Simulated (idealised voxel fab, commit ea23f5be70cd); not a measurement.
process module | voxel spacer lines
cross-section cut | 205 nm wide | cells 5 nm
A cross-section is a grid of square cells, given in bands from the top down. A band is one or more rows of cells.
Each band's line starts with the height of the band's top and of its bottom, in nm. Then come its materials from left to right, each with its width in nm. One material with "throughout" fills the band from edge to edge. "air" is empty space.
Height 0 is the level under which the wafer as received is all one material. The lowest band goes on downwards, as in "0 down".
A width such as "30 to 40" changes by the same amount from each row of cells to the next, from the band's top row to its bottom row.
"no change" after a step means that no cell of the cross-section changed.
closed voids: empty space of 8 cells or more with no open way to the top, each as width x height at its distance from the left edge, in nm
after a step's settings: what the simulator itself notes on the step
overlay nm, on a step with a mask: how far to the right of its planned place the mask lay; to the left if negative
plan
1 op RECEIVE | material Si
2 op CONFORMAL_DEP | material Al2O3 | thk nm 10
3 op DIRECTIONAL_DEP | material W | thk nm 15
4 op DIRECTIONAL_DEP | material aC | thk nm 20
5 op PATTERN | tone cover | mask id MANDREL | material resist | width nm 15 | pitch nm 50 | thk nm 25 | overlay nm 0
6 op DIRECTIONAL_ETCH | etch materials aC | depth nm 20
7 op STRIP | etch materials resist
8 op CONFORMAL_DEP | material SiO2 | thk nm 10
9 op DIRECTIONAL_ETCH | etch materials SiO2 | depth nm 10
10 op STRIP | etch materials aC
11 op DIRECTIONAL_ETCH | etch materials W | depth nm 15
12 op STRIP | etch materials SiO2
13 op FILL_DEP | material SiO2 | thk nm 10
14 op CMP | height nm 25
as received, after step 1
  0 down: Si throughout
  closed voids: none
first wafer at the end, as planned
  25 to 10: SiO2 60 | W 10 | SiO2 15 | W 10 | SiO2 15 | W 10 | SiO2 15 | W 10 | SiO2 60
  10 to 0: Al2O3 throughout
  0 down: Si throughout
  closed voids: none
second wafer at the end: like start, like plan, one mistake
  25 to 10: SiO2 60 | W 10 | SiO2 20 | W 10 | SiO2 10 | W 10 | SiO2 20 | W 10 | SiO2 55
  10 to 0: Al2O3 throughout
  0 down: Si throughout
  closed voids: none
what went wrong: step 5 ran as: op PATTERN | tone cover | mask id MANDREL | material resist | width nm 20 | pitch nm 50 | thk nm 25 | overlay nm 0
at the end the second wafer has, in cells: as many of each material as the first, in other places
